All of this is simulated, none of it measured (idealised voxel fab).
Process module, titled voxel spacer lines
Square cells of 5 nm make up the cross-section cut, whose width is 270 nm.
How to read a cross-section here: the picture is a grid of square cells, written as bands going from the top down, and any band can span one or more rows of cells. A band entry consists of two parts. The first gives the height of the band's top and the height of its bottom, in nm. The rest lists the band's materials from left to right, each with its width in nm. A single material labelled with the word "edge to edge" fills the band from edge to edge, and the word "blank" marks empty space. Zero point of the height axis is 0; under it, received wafer = one material. Lowest band: continues down indefinitely, "from 0 down". A width given as "30 to 40" starts at the first number in the band's top row and ends at the second number in its bottom row, shifting by an equal amount at every step from row to row. Given "stayed the same" for a step, no cell of the cross-section differs between before and after that step. "Sealed cavities" - sealed voids, min. 8 cells, no opening to top; format: width x height at distance (distance from left edge; nm throughout). Post-settings text on a step line: simulator's own remark regarding the step. The optional step-line setting "overlay nm" applies to steps with a mask and quantifies how far to the right of its planned location the mask lay, a negative value indicating leftward placement.

-- Planned process steps
1: RECEIVE,material Si
2: CONFORMAL_DEP,material Al2O3,thk nm 10
3: DIRECTIONAL_DEP,material polySi,thk nm 20
4: DIRECTIONAL_DEP,material aC,thk nm 25
5: PATTERN,tone cover,mask id MANDREL,material resist,width nm 25,pitch nm 80,thk nm 35,overlay nm 0
6: DIRECTIONAL_ETCH,etch materials aC,depth nm 25
7: STRIP,etch materials resist
8: CONFORMAL_DEP,material SiN,thk nm 15
9: DIRECTIONAL_ETCH,etch materials SiN,depth nm 15
10: STRIP,etch materials aC
11: DIRECTIONAL_ETCH,etch materials polySi,depth nm 20
12: STRIP,etch materials SiN

-- Shown in cross-section is the wafer as received, that is, as it stands after step 1
- from 0 down | Si edge to edge
- Sealed cavities: none

-- As-planned run: cross-section of the first of two wafers at end of module
- from 30 to 10 | blank 65 / polySi 15 / blank 25 / polySi 15 / blank 25 / polySi 15 / blank 25 / polySi 15 / blank 70
- from 10 to 0 | Al2O3 edge to edge
- from 0 down | Si edge to edge
- Sealed cavities: none

-- Second wafer through the module, sectioned at the end: same beginning and same plan as the first wafer, with one mistake in carrying it out
- from 30 to 10 | blank 80 / polySi 25 / blank 55 / polySi 25 / blank 85
- from 10 to 0 | Al2O3 edge to edge
- from 0 down | Si edge to edge
- Sealed cavities: none
Short version of what went wrong: rather than as planned, step 5 actually ran as PATTERN,tone open,mask id MANDREL,material resist,width nm 25,pitch nm 80,thk nm 35,overlay nm 0
Upon completion, the second wafer contains, in terms of cells, a greater or smaller amount of certain materials than the first wafer: polySi -8
